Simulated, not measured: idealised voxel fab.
process module | voxel capacitor over wiring
cross-section cut | 270 nm wide | cells 5 nm
A cross-section is a grid of square cells, given in bands from the top down. A band is one or more rows of cells.
Each band's line starts with the height of the band's top and of its bottom, in nm. Then come its materials from left to right, each with its width in nm. One material with "throughout" fills the band from edge to edge. "air" is empty space.
Height 0 is the level under which the wafer as received is all one material. The lowest band goes on downwards, as in "0 down".
A width such as "30 to 40" changes by the same amount from each row of cells to the next, from the band's top row to its bottom row.
"no change" after a step means that no cell of the cross-section changed.
closed voids: empty space of 8 cells or more with no open way to the top, each as width x height at its distance from the left edge, in nm
after a step's settings: what the simulator itself notes on the step
overlay nm, on a step with a mask: how far to the right of its planned place the mask lay; to the left if negative
Each pair below shows a cross-section before one step and the cross-section after it, down to the lowest band that changed. The line under each pair gives the step between them, with its settings. The pairs can come from different runs of this module on the same starting wafer, so a pair continues from the pair above only where its "before" says so.
before
  135 to 115: resist 95 | air 15 | resist 160
  115 to 105: aC 95 | air 15 | aC 160
  105 to 95: SiO2 throughout
  95 to 85: SiO2 85 | TiN 75 | SiO2 110
  85 to 80: SiO2 85 | HfO2 75 | SiO2 110
  80 to 70: SiO2 80 | TiN 85 | SiO2 105
  70 to 50: lowk 85 | TiN 5 | Ru 5 | TiN 5 | lowk 170
  50 to 45: SiCN 85 | TiN 15 | SiCN 170
  45 to 40: SiCN 80 | TiN 20 | SiCN 70 | TiN 20 | SiCN 80
  40 to 15: lowk throughout
  15 to 0: SiO2 throughout
  0 down: Si throughout
  closed voids: none
after
  115 to 105: aC 95 | air 15 | aC 160
  below 105: unchanged
  closed voids: none
the step between: op STRIP | etch materials resist
before: the cross-section after the pair above
after
  115 to 105: aC 95 | air 15 | aC 160
  105 to 95: SiO2 95 | air 15 | SiO2 160
  below 95: unchanged
  closed voids: none
the step between: op DIRECTIONAL_ETCH | etch materials SiO2 | depth nm 10
before: the cross-section after the pair above
after
  105 to 95: SiO2 95 | air 15 | SiO2 160
  below 95: unchanged
  closed voids: none
the step between: op STRIP | etch materials aC
before: the cross-section after the pair above
after
  110 to 105: TiN 100 | air 5 | TiN 165
  105 to 100: SiO2 95 | TiN 5 | air 5 | TiN 5 | SiO2 160
  100 to 95: SiO2 95 | TiN 15 | SiO2 160
  below 95: unchanged
  closed voids: none
the step between: op CONFORMAL_DEP | material TiN | thk nm 5
before: the cross-section after the pair above
after
  115 to 110: Ru throughout
  110 to 105: TiN 100 | Ru 5 | TiN 165
  105 to 100: SiO2 95 | TiN 5 | Ru 5 | TiN 5 | SiO2 160
  below 100: unchanged
  closed voids: none
the step between: op FILL_DEP | material Ru | thk nm 5
before: the cross-section after the pair above
after
  105 to 100: SiO2 95 | TiN 5 | Ru 5 | TiN 5 | SiO2 160
  below 100: unchanged
  closed voids: none
the step between: op CMP | height nm 105
before: the cross-section after the pair above
after
  110 to 105: SiN throughout
  below 105: unchanged
  closed voids: none
the step between: op CONFORMAL_DEP | material SiN | thk nm 5
before
  115 to 110: Ru throughout
  110 to 105: TiN 100 | Ru 5 | TiN 165
  105 to 100: SiO2 95 | TiN 5 | Ru 5 | TiN 5 | SiO2 160
  100 to 95: SiO2 95 | TiN 15 | SiO2 160
  95 to 85: SiO2 85 | TiN 75 | SiO2 110
  85 to 80: SiO2 85 | HfO2 75 | SiO2 110
  80 to 70: SiO2 80 | TiN 85 | SiO2 105
  70 to 50: lowk 85 | TiN 5 | Ru 5 | TiN 5 | lowk 170
  50 to 45: SiCN 85 | TiN 15 | SiCN 170
  45 to 20: lowk 80 | TiN 5 | W 10 | TiN 5 | lowk 70 | TiN 5 | W 10 | TiN 5 | lowk 80
  20 to 15: SiCN 80 | TiN 20 | SiCN 70 | TiN 20 | SiCN 80
  15 to 0: SiO2 throughout
  0 down: Si throughout
  closed voids: none
after
  100 to 95: SiO2 95 | TiN 15 | SiO2 160
  below 95: unchanged
  closed voids: none
the step between: op CMP | height nm 100
before: the cross-section after the pair above
after
  105 to 100: SiN throughout
  below 100: unchanged
  closed voids: none
the step between: op CONFORMAL_DEP | material SiN | thk nm 5
before
  95 to 85: TiN throughout
  85 to 80: HfO2 throughout
  80 to 70: TiN throughout
  70 to 50: lowk 85 | TiN 5 | Ru 5 | TiN 5 | lowk 170
  50 to 45: SiCN 85 | TiN 15 | SiCN 170
  45 to 20: lowk 80 | TiN 5 | W 10 | TiN 5 | lowk 70 | TiN 5 | W 10 | TiN 5 | lowk 80
  20 to 15: SiCN 80 | TiN 20 | SiCN 70 | TiN 20 | SiCN 80
  15 to 0: SiO2 throughout
  0 down: Si throughout
  closed voids: none
after
  95 to 85: air 90 | TiN 70 | air 110
  below 85: unchanged
  closed voids: none
the step between: op MASKED_ETCH | tone cover | mask id UPPER_PLATE | width nm 70 | etch materials TiN | depth nm 10 | overlay nm 0
before: the cross-section after the pair above
after
  95 to 85: air 90 | TiN 70 | air 110
  85 to 80: air 85 | HfO2 75 | air 110
  below 80: unchanged
  closed voids: none
the step between: op MASKED_ETCH | tone cover | mask id UPPER_PLATE | width nm 75 | etch materials HfO2 | depth nm 5 | overlay nm 0
before: the cross-section after the pair above
after
  110 to 95: air 80 | resist 85 | air 105
  95 to 85: air 80 | resist 10 | TiN 70 | resist 5 | air 105
  85 to 80: air 80 | resist 5 | HfO2 75 | resist 5 | air 105
  below 80: unchanged
  closed voids: none
the step between: op PATTERN | tone cover | mask id LOWER_PLATE | material resist | width nm 85 | thk nm 15 | overlay nm 0
before: the cross-section after the pair above
after
  110 to 95: air 80 | resist 85 | air 105
  95 to 85: air 80 | resist 10 | TiN 70 | resist 5 | air 105
  85 to 80: air 80 | resist 5 | HfO2 75 | resist 5 | air 105
  80 to 70: air 80 | TiN 85 | air 105
  below 70: unchanged
  closed voids: none
the step between: op DIRECTIONAL_ETCH | etch materials TiN | depth nm 10
before: the cross-section after the pair above
after
  95 to 85: air 90 | TiN 70 | air 110
  85 to 80: air 85 | HfO2 75 | air 110
  below 80: unchanged
  closed voids: none
the step between: op STRIP | etch materials resist
before: the cross-section after the pair above
after
  110 to 95: SiO2 throughout
  95 to 85: SiO2 90 | TiN 70 | SiO2 110
  85 to 80: SiO2 85 | HfO2 75 | SiO2 110
  80 to 70: SiO2 80 | TiN 85 | SiO2 105
  below 70: unchanged
  closed voids: none
the step between: op FILL_DEP | material SiO2 | thk nm 15
before: the cross-section after the pair above
after
  105 to 95: SiO2 throughout
  below 95: unchanged
  closed voids: none
the step between: op CMP | height nm 105
before: the cross-section after the pair above
after
  115 to 105: aC throughout
  below 105: unchanged
  closed voids: none
the step between: op DIRECTIONAL_DEP | material aC | thk nm 10
before: the cross-section after the pair above
after
  145 to 115: resist 95 | air 15 | resist 160
  below 115: unchanged
  closed voids: none
the step between: op PATTERN | tone open | mask id PLUG_2 | material resist | width nm 15 | thk nm 30 | overlay nm 0
before: the cross-section after the pair above
after
  135 to 115: resist 95 | air 15 | resist 160
  115 to 105: aC 95 | air 15 | aC 160
  below 105: unchanged
  closed voids: none
the step between: op DIRECTIONAL_ETCH | etch materials aC | depth nm 10
before: the cross-section after the pair above
after
  115 to 105: aC 95 | air 15 | aC 160
  below 105: unchanged
  closed voids: none
the step between: op STRIP | etch materials resist
before: the cross-section after the pair above
after
  115 to 105: aC 95 | air 15 | aC 160
  105 to 95: SiO2 95 | air 15 | SiO2 160
  below 95: unchanged
  closed voids: none
the step between: op DIRECTIONAL_ETCH | etch materials SiO2 | depth nm 10
before: the cross-section after the pair above
after
  105 to 95: SiO2 95 | air 15 | SiO2 160
  below 95: unchanged
  closed voids: none
the step between: op STRIP | etch materials aC
before: the cross-section after the pair above
after
  110 to 105: TiN 100 | air 5 | TiN 165
  105 to 100: SiO2 95 | TiN 5 | air 5 | TiN 5 | SiO2 160
  100 to 95: SiO2 95 | TiN 15 | SiO2 160
  below 95: unchanged
  closed voids: none
the step between: op CONFORMAL_DEP | material TiN | thk nm 5
before: the cross-section after the pair above
after
  115 to 110: Ru throughout
  110 to 105: TiN 100 | Ru 5 | TiN 165
  105 to 100: SiO2 95 | TiN 5 | Ru 5 | TiN 5 | SiO2 160
  below 100: unchanged
  closed voids: none
the step between: op FILL_DEP | material Ru | thk nm 5
before: the cross-section after the pair above
after
  105 to 100: SiO2 95 | TiN 5 | Ru 5 | TiN 5 | SiO2 160
  below 100: unchanged
  closed voids: none
the step between: op CMP | height nm 105
before: the cross-section after the pair above
after
  110 to 105: SiN throughout
  below 105: unchanged
  closed voids: none
the step between: op CONFORMAL_DEP | material SiN | thk nm 5
before
  95 to 85: air 85 | TiN 75 | air 110
  85 to 80: air 85 | HfO2 75 | air 110
  80 to 70: TiN throughout
  70 to 50: lowk 85 | TiN 5 | Ru 5 | TiN 5 | lowk 170
  50 to 45: SiCN 85 | TiN 15 | SiCN 170
  45 to 20: lowk 80 | TiN 5 | W 10 | TiN 5 | lowk 70 | TiN 5 | W 10 | TiN 5 | lowk 80
  20 to 15: SiCN 80 | TiN 20 | SiCN 70 | TiN 20 | SiCN 80
  15 to 0: SiO2 throughout
  0 down: Si throughout
  closed voids: none
after
  110 to 95: air 90 | resist 85 | air 95
  95 to 85: air 85 | TiN 75 | resist 15 | air 95
  85 to 80: air 85 | HfO2 75 | resist 15 | air 95
  below 80: unchanged
  closed voids: none
the step between: op PATTERN | tone cover | mask id LOWER_PLATE | material resist | width nm 85 | thk nm 15 | overlay nm 10
before: the cross-section after the pair above
after
  110 to 95: air 90 | resist 85 | air 95
  95 to 85: air 90 | TiN 70 | resist 15 | air 95
  85 to 80: air 85 | HfO2 75 | resist 15 | air 95
  80 to 70: air 85 | TiN 90 | air 95
  below 70: unchanged
  closed voids: none
the step between: op DIRECTIONAL_ETCH | etch materials TiN | depth nm 10
before: the cross-section after the pair above
after
  95 to 85: air 90 | TiN 70 | air 110
  85 to 80: air 85 | HfO2 75 | air 110
  below 80: unchanged
  closed voids: none
the step between: op STRIP | etch materials resist
before: the cross-section after the pair above
after
  110 to 95: SiO2 throughout
  95 to 85: SiO2 90 | TiN 70 | SiO2 110
  85 to 80: SiO2 85 | HfO2 75 | SiO2 110
  80 to 70: SiO2 85 | TiN 90 | SiO2 95
  below 70: unchanged
  closed voids: none
the step between: op FILL_DEP | material SiO2 | thk nm 15
before: the cross-section after the pair above
after
  105 to 95: SiO2 throughout
  below 95: unchanged
  closed voids: none
the step between: op CMP | height nm 105
before: the cross-section after the pair above
after
  115 to 105: aC throughout
  below 105: unchanged
  closed voids: none
the step between: op DIRECTIONAL_DEP | material aC | thk nm 10
before: the cross-section after the pair above
after
  145 to 115: resist 95 | air 15 | resist 160
  below 115: unchanged
  closed voids: none
the step between: op PATTERN | tone open | mask id PLUG_2 | material resist | width nm 15 | thk nm 30 | overlay nm 0
before: the cross-section after the pair above
after
  135 to 115: resist 95 | air 15 | resist 160
  115 to 105: aC 95 | air 15 | aC 160
  below 105: unchanged
  closed voids: none
the step between: op DIRECTIONAL_ETCH | etch materials aC | depth nm 10
before: the cross-section after the pair above
after
  115 to 105: aC 95 | air 15 | aC 160
  below 105: unchanged
  closed voids: none
the step between: op STRIP | etch materials resist
before: the cross-section after the pair above
after
  115 to 105: aC 95 | air 15 | aC 160
  105 to 95: SiO2 95 | air 15 | SiO2 160
  below 95: unchanged
  closed voids: none
the step between: op DIRECTIONAL_ETCH | etch materials SiO2 | depth nm 10
before: the cross-section after the pair above
after
  105 to 95: SiO2 95 | air 15 | SiO2 160
  below 95: unchanged
  closed voids: none
the step between: op STRIP | etch materials aC
before: the cross-section after the pair above
after
  110 to 105: TiN 100 | air 5 | TiN 165
  105 to 100: SiO2 95 | TiN 5 | air 5 | TiN 5 | SiO2 160
  100 to 95: SiO2 95 | TiN 15 | SiO2 160
  below 95: unchanged
  closed voids: none
the step between: op CONFORMAL_DEP | material TiN | thk nm 5
before: the cross-section after the pair above
after
  115 to 110: Ru throughout
  110 to 105: TiN 100 | Ru 5 | TiN 165
  105 to 100: SiO2 95 | TiN 5 | Ru 5 | TiN 5 | SiO2 160
  below 100: unchanged
  closed voids: none
the step between: op FILL_DEP | material Ru | thk nm 5
before: the cross-section after the pair above
after
  105 to 100: SiO2 95 | TiN 5 | Ru 5 | TiN 5 | SiO2 160
  below 100: unchanged
  closed voids: none
the step between: op CMP | height nm 105
before: the cross-section after the pair above
after
  110 to 105: SiN throughout
  below 105: unchanged
  closed voids: none
the step between: op CONFORMAL_DEP | material SiN | thk nm 5
before
  50 to 45: TiN 85 | air 10 | TiN 80 | air 10 | TiN 85
  45 to 20: lowk 80 | TiN 5 | air 10 | TiN 5 | lowk 70 | TiN 5 | air 10 | TiN 5 | lowk 80
  20 to 15: SiCN 80 | TiN 20 | SiCN 70 | TiN 20 | SiCN 80
  15 to 0: SiO2 throughout
  0 down: Si throughout
  closed voids: none
after
  55 to 50: HfO2 throughout
  50 to 45: TiN 85 | HfO2 10 | TiN 80 | HfO2 10 | TiN 85
  45 to 20: lowk 80 | TiN 5 | HfO2 10 | TiN 5 | lowk 70 | TiN 5 | HfO2 10 | TiN 5 | lowk 80
  below 20: unchanged
  closed voids: none
the step between: op FILL_DEP | material HfO2 | thk nm 5
before: the cross-section after the pair above
after
  45 to 20: lowk 80 | TiN 5 | HfO2 10 | TiN 5 | lowk 70 | TiN 5 | HfO2 10 | TiN 5 | lowk 80
  below 20: unchanged
  closed voids: none
the step between: op CMP | height nm 45
before: the cross-section after the pair above
after
  50 to 45: SiCN throughout
  below 45: unchanged
  closed voids: none
the step between: op CONFORMAL_DEP | material SiCN | thk nm 5
before: the cross-section after the pair above
after
  70 to 50: lowk throughout
  below 50: unchanged
  closed voids: none
the step between: op DIRECTIONAL_DEP | material lowk | thk nm 20
before: the cross-section after the pair above
after
  70 to 50: lowk 85 | air 15 | lowk 170
  below 50: unchanged
  closed voids: none
the step between: op MASKED_ETCH | tone open | mask id PLUG_1 | width nm 15 | etch materials lowk | depth nm 20 | overlay nm 0
before: the cross-section after the pair above
after
  70 to 50: lowk 85 | air 15 | lowk 170
  50 to 45: SiCN 85 | air 15 | SiCN 170
  below 45: unchanged
  closed voids: none
the step between: op MASKED_ETCH | tone open | mask id PLUG_1 | width nm 15 | etch materials SiCN | depth nm 5 | overlay nm 0
before: the cross-section after the pair above
after
  75 to 70: TiN 90 | air 5 | TiN 175
  70 to 50: lowk 85 | TiN 5 | air 5 | TiN 5 | lowk 170
  50 to 45: SiCN 85 | TiN 15 | SiCN 170
  below 45: unchanged
  closed voids: none
the step between: op CONFORMAL_DEP | material TiN | thk nm 5
before: the cross-section after the pair above
after
  80 to 75: Ru throughout
  75 to 70: TiN 90 | Ru 5 | TiN 175
  70 to 50: lowk 85 | TiN 5 | Ru 5 | TiN 5 | lowk 170
  below 50: unchanged
  closed voids: none
the step between: op FILL_DEP | material Ru | thk nm 5
before: the cross-section after the pair above
after
  70 to 50: lowk 85 | TiN 5 | Ru 5 | TiN 5 | lowk 170
  below 50: unchanged
  closed voids: none
the step between: op CMP | height nm 70
before: the cross-section after the pair above
after
  80 to 70: TiN throughout
  below 70: unchanged
  closed voids: none
the step between: op DIRECTIONAL_DEP | material TiN | thk nm 10
before: the cross-section after the pair above
after
  85 to 80: HfO2 throughout
  below 80: unchanged
  closed voids: none
the step between: op DIRECTIONAL_DEP | material HfO2 | thk nm 5
before: the cross-section after the pair above
after
  95 to 85: TiN throughout
  below 85: unchanged
  closed voids: none
the step between: op DIRECTIONAL_DEP | material TiN | thk nm 10
before: the cross-section after the pair above
after
  95 to 85: air 85 | TiN 75 | air 110
  below 85: unchanged
  closed voids: none
the step between: op MASKED_ETCH | tone cover | mask id UPPER_PLATE | width nm 75 | etch materials TiN | depth nm 10 | overlay nm 0
before: the cross-section after the pair above
after
  95 to 85: air 85 | TiN 75 | air 110
  85 to 80: air 85 | HfO2 75 | air 110
  below 80: unchanged
  closed voids: none
the step between: op MASKED_ETCH | tone cover | mask id UPPER_PLATE | width nm 75 | etch materials HfO2 | depth nm 5 | overlay nm 0
before: the cross-section after the pair above
after
  110 to 95: air 80 | resist 85 | air 105
  95 to 85: air 80 | resist 5 | TiN 75 | resist 5 | air 105
  85 to 80: air 80 | resist 5 | HfO2 75 | resist 5 | air 105
  below 80: unchanged
  closed voids: none
the step between: op PATTERN | tone cover | mask id LOWER_PLATE | material resist | width nm 85 | thk nm 15 | overlay nm 0
before: the cross-section after the pair above
after
  110 to 95: air 80 | resist 85 | air 105
  95 to 85: air 80 | resist 5 | TiN 75 | resist 5 | air 105
  85 to 80: air 80 | resist 5 | HfO2 75 | resist 5 | air 105
  80 to 70: air 80 | TiN 85 | air 105
  below 70: unchanged
  closed voids: none
the step between: op DIRECTIONAL_ETCH | etch materials TiN | depth nm 10
before: the cross-section after the pair above
after
  95 to 85: air 85 | TiN 75 | air 110
  85 to 80: air 85 | HfO2 75 | air 110
  below 80: unchanged
  closed voids: none
the step between: op STRIP | etch materials resist
before: the cross-section after the pair above
after
  110 to 95: SiO2 throughout
  95 to 85: SiO2 85 | TiN 75 | SiO2 110
  85 to 80: SiO2 85 | HfO2 75 | SiO2 110
  80 to 70: SiO2 80 | TiN 85 | SiO2 105
  below 70: unchanged
  closed voids: none
the step between: op FILL_DEP | material SiO2 | thk nm 15
before: the cross-section after the pair above
after
  105 to 95: SiO2 throughout
  below 95: unchanged
  closed voids: none
the step between: op CMP | height nm 105
before: the cross-section after the pair above
after
  115 to 105: aC throughout
  below 105: unchanged
  closed voids: none
the step between: op DIRECTIONAL_DEP | material aC | thk nm 10
before: the cross-section after the pair above
after
  145 to 115: resist 95 | air 15 | resist 160
  below 115: unchanged
  closed voids: none
the step between: op PATTERN | tone open | mask id PLUG_2 | material resist | width nm 15 | thk nm 30 | overlay nm 0
before: the cross-section after the pair above
after
  135 to 115: resist 95 | air 15 | resist 160
  115 to 105: aC 95 | air 15 | aC 160
  below 105: unchanged
  closed voids: none
the step between: op DIRECTIONAL_ETCH | etch materials aC | depth nm 10
before: the cross-section after the pair above
after
  115 to 105: aC 95 | air 15 | aC 160
  below 105: unchanged
  closed voids: none
the step between: op STRIP | etch materials resist
before: the cross-section after the pair above
after
  115 to 105: aC 95 | air 15 | aC 160
  105 to 95: SiO2 95 | air 15 | SiO2 160
  below 95: unchanged
  closed voids: none
the step between: op DIRECTIONAL_ETCH | etch materials SiO2 | depth nm 10
before: the cross-section after the pair above
after
  105 to 95: SiO2 95 | air 15 | SiO2 160
  below 95: unchanged
  closed voids: none
the step between: op STRIP | etch materials aC
before: the cross-section after the pair above
after
  110 to 105: TiN 100 | air 5 | TiN 165
  105 to 100: SiO2 95 | TiN 5 | air 5 | TiN 5 | SiO2 160
  100 to 95: SiO2 95 | TiN 15 | SiO2 160
  below 95: unchanged
  closed voids: none
the step between: op CONFORMAL_DEP | material TiN | thk nm 5
before: the cross-section after the pair above
after
  115 to 110: Ru throughout
  110 to 105: TiN 100 | Ru 5 | TiN 165
  105 to 100: SiO2 95 | TiN 5 | Ru 5 | TiN 5 | SiO2 160
  below 100: unchanged
  closed voids: none
the step between: op FILL_DEP | material Ru | thk nm 5
before: the cross-section after the pair above
after
  105 to 100: SiO2 95 | TiN 5 | Ru 5 | TiN 5 | SiO2 160
  below 100: unchanged
  closed voids: none
the step between: op CMP | height nm 105
before: the cross-section after the pair above
after
  110 to 105: SiN throughout
  below 105: unchanged
  closed voids: none
the step between: op CONFORMAL_DEP | material SiN | thk nm 5
before
  95 to 85: TiN throughout
  85 to 80: HfO2 throughout
  80 to 70: TiN throughout
  70 to 50: lowk 85 | TiN 5 | Ru 5 | TiN 5 | lowk 170
  50 to 45: SiCN 85 | TiN 15 | SiCN 170
  45 to 20: lowk 80 | TiN 5 | W 10 | TiN 5 | lowk 70 | TiN 5 | W 10 | TiN 5 | lowk 80
  20 to 15: SiCN 80 | TiN 20 | SiCN 70 | TiN 20 | SiCN 80
  15 to 0: SiO2 throughout
  0 down: Si throughout
  closed voids: none
after
  95 to 85: TiN 85 | air 75 | TiN 110
  below 85: unchanged
  closed voids: none
the step between: op MASKED_ETCH | tone open | mask id UPPER_PLATE | width nm 75 | etch materials TiN | depth nm 10 | overlay nm 0
before: the cross-section after the pair above
after
  110 to 95: air 80 | resist 85 | air 105
  95 to 85: TiN 85 | resist 75 | TiN 110
  below 85: unchanged
  closed voids: none
the step between: op PATTERN | tone cover | mask id LOWER_PLATE | material resist | width nm 85 | thk nm 15 | overlay nm 0
before: the cross-section after the pair above
after
  110 to 95: air 80 | resist 85 | air 105
  95 to 85: air 80 | TiN 5 | resist 75 | TiN 5 | air 105
  below 85: unchanged
  closed voids: none
the step between: op DIRECTIONAL_ETCH | etch materials TiN | depth nm 10
before: the cross-section after the pair above
after
  95 to 85: air 80 | TiN 5 | air 75 | TiN 5 | air 105
  below 85: unchanged
  closed voids: none
the step between: op STRIP | etch materials resist
before: the cross-section after the pair above
after
  110 to 95: SiO2 throughout
  95 to 85: SiO2 80 | TiN 5 | SiO2 75 | TiN 5 | SiO2 105
  below 85: unchanged
  closed voids: none
the step between: op FILL_DEP | material SiO2 | thk nm 15
before: the cross-section after the pair above
after
  105 to 95: SiO2 throughout
  below 95: unchanged
  closed voids: none
the step between: op CMP | height nm 105
before: the cross-section after the pair above
after
  115 to 105: aC throughout
  below 105: unchanged
  closed voids: none
the step between: op DIRECTIONAL_DEP | material aC | thk nm 10
before: the cross-section after the pair above
after
  145 to 115: resist 95 | air 15 | resist 160
  below 115: unchanged
  closed voids: none
the step between: op PATTERN | tone open | mask id PLUG_2 | material resist | width nm 15 | thk nm 30 | overlay nm 0
before: the cross-section after the pair above
after
  135 to 115: resist 95 | air 15 | resist 160
  115 to 105: aC 95 | air 15 | aC 160
  below 105: unchanged
  closed voids: none
the step between: op DIRECTIONAL_ETCH | etch materials aC | depth nm 10
before: the cross-section after the pair above
after
  115 to 105: aC 95 | air 15 | aC 160
  below 105: unchanged
  closed voids: none
the step between: op STRIP | etch materials resist
before: the cross-section after the pair above
after
  115 to 105: aC 95 | air 15 | aC 160
  105 to 95: SiO2 95 | air 15 | SiO2 160
  below 95: unchanged
  closed voids: none
the step between: op DIRECTIONAL_ETCH | etch materials SiO2 | depth nm 10
before: the cross-section after the pair above
after
  105 to 95: SiO2 95 | air 15 | SiO2 160
  below 95: unchanged
  closed voids: none
the step between: op STRIP | etch materials aC
before: the cross-section after the pair above
after
  110 to 105: TiN 100 | air 5 | TiN 165
  105 to 100: SiO2 95 | TiN 5 | air 5 | TiN 5 | SiO2 160
  100 to 95: SiO2 95 | TiN 15 | SiO2 160
  below 95: unchanged
  closed voids: none
the step between: op CONFORMAL_DEP | material TiN | thk nm 5
before: the cross-section after the pair above
after
  115 to 110: Ru throughout
  110 to 105: TiN 100 | Ru 5 | TiN 165
  105 to 100: SiO2 95 | TiN 5 | Ru 5 | TiN 5 | SiO2 160
  below 100: unchanged
  closed voids: none
the step between: op FILL_DEP | material Ru | thk nm 5
before: the cross-section after the pair above
after
  105 to 100: SiO2 95 | TiN 5 | Ru 5 | TiN 5 | SiO2 160
  below 100: unchanged
  closed voids: none
the step between: op CMP | height nm 105
before: the cross-section after the pair above
after
  110 to 105: SiN throughout
  below 105: unchanged
  closed voids: none
the step between: op CONFORMAL_DEP | material SiN | thk nm 5
